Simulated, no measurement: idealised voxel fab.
The process module presented herein is designated voxel self aligned vias.
Pictured: cross-section cut, 210 nm wide, on a grid of 5 nm square cells.
In what follows, cross-sections appear as grids of square cells, described through bands that run from the top down, where every band is one or more rows of cells. First you get the band's top height and its bottom height, in nm, and then the materials it's made of, left to right, with each width in nm. If you see a single material with "edge to edge", that one covers the band edge to edge. "air" is empty space. Zero point of the height axis is 0; under it, received wafer = one material. Lowest band: continues down indefinitely, "0 down". The expression "30 to 40" gives the width at the extremes of the band, the first number at its top row of cells and the second at its bottom row, with the width changing by equal amounts from each row to the next in between. "nothing altered" (step): cross-section cells unchanged, all of them. Entry "Closed void table" = empty spaces >= 8 cells with no open way to the top; each as width x height at distance, distance from left edge, all nm. Formally, on a step line, whatever follows the settings is a remark that the simulator itself makes on the step. overlay nm, on a step with a mask: how far to the right of its planned place the mask lay; to the left if negative.

### Planned process steps
1) op RECEIVE | material Si
2) op CONFORMAL_DEP | material SiO2 | thk nm 10
3) op CONFORMAL_DEP | material SiCN | thk nm 5
4) op DIRECTIONAL_DEP | material SiO2 | thk nm 30
5) op MASKED_ETCH | tone open | mask id LINES | width nm 20 | pitch nm 60 | etch materials SiO2 | depth nm 30 | overlay nm 0
6) op CONFORMAL_DEP | material TiN | thk nm 5
7) op FILL_DEP | material W | thk nm 5
8) op CMP | height nm 45
9) op SELECTIVE_ETCH | etch materials W Ru TiN | depth nm 5
10) op FILL_DEP | material SiN | thk nm 10
11) op CMP | height nm 45
12) op DIRECTIONAL_DEP | material SiO2 | thk nm 15
13) op PATTERN | tone open | mask id VIAS | material resist | width nm 30 | thk nm 20 | overlay nm 0
14) op DIRECTIONAL_ETCH | etch materials SiO2 | depth nm 15
15) op DIRECTIONAL_ETCH | etch materials SiN | depth nm 5
16) op STRIP | etch materials resist
17) op CONFORMAL_DEP | material TiN | thk nm 5
18) op FILL_DEP | material Ru | thk nm 5
19) op CMP | height nm 60
20) op CONFORMAL_DEP | material SiN | thk nm 5

### So this is the incoming wafer in cross-section - it's already been through step 1
* 0 down: Si edge to edge
* Closed void table: none

### Post-module cross-section of the first of two wafers (run per plan)
* 65 to 60: SiN edge to edge
* 60 to 50: 60 of SiO2, then 5 of TiN, then 20 of Ru, then 5 of TiN, then 120 of SiO2
* 50 to 45: 60 of SiO2, then 10 of TiN, then 10 of Ru, then 10 of TiN, then 120 of SiO2
* 45 to 40: 65 of SiO2, then 20 of TiN, then 40 of SiO2, then 20 of SiN, then 65 of SiO2
* 40 to 20: 65 of SiO2, then 5 of TiN, then 10 of W, then 5 of TiN, then 40 of SiO2, then 5 of TiN, then 10 of W, then 5 of TiN, then 65 of SiO2
* 20 to 15: 65 of SiO2, then 20 of TiN, then 40 of SiO2, then 20 of TiN, then 65 of SiO2
* 15 to 10: SiCN edge to edge
* 10 to 0: SiO2 edge to edge
* 0 down: Si edge to edge
* Closed void table: none

### Cross-section, second wafer: same start as the first, same plan as the first, one mistake in running it; taken at the end of the module
* 65 to 60: SiN edge to edge
* 60 to 50: 60 of SiO2, then 5 of TiN, then 20 of Ru, then 5 of TiN, then 120 of SiO2
* 50 to 45: 60 of SiO2, then 20 of TiN, then 5 of Ru, then 5 of TiN, then 120 of SiO2
* 45 to 40: 75 of SiO2, then 15 of TiN, then 5 of SiN, then 40 of SiO2, then 20 of SiN, then 55 of SiO2
* 40 to 20: 75 of SiO2, then 5 of TiN, then 10 of W, then 5 of TiN, then 40 of SiO2, then 5 of TiN, then 10 of W, then 5 of TiN, then 55 of SiO2
* 20 to 15: 75 of SiO2, then 20 of TiN, then 40 of SiO2, then 20 of TiN, then 55 of SiO2
* 15 to 10: SiCN edge to edge
* 10 to 0: SiO2 edge to edge
* 0 down: Si edge to edge
* Closed void table: none
Want to know what went wrong? step 5: run off-plan, actual operation and settings op MASKED_ETCH | tone open | mask id LINES | width nm 20 | pitch nm 60 | etch materials SiO2 | depth nm 30 | overlay nm 10
Counted in cells at the end, the second wafer holds more or fewer of these materials than the first: 1 fewer of Ru | 1 more of SiN
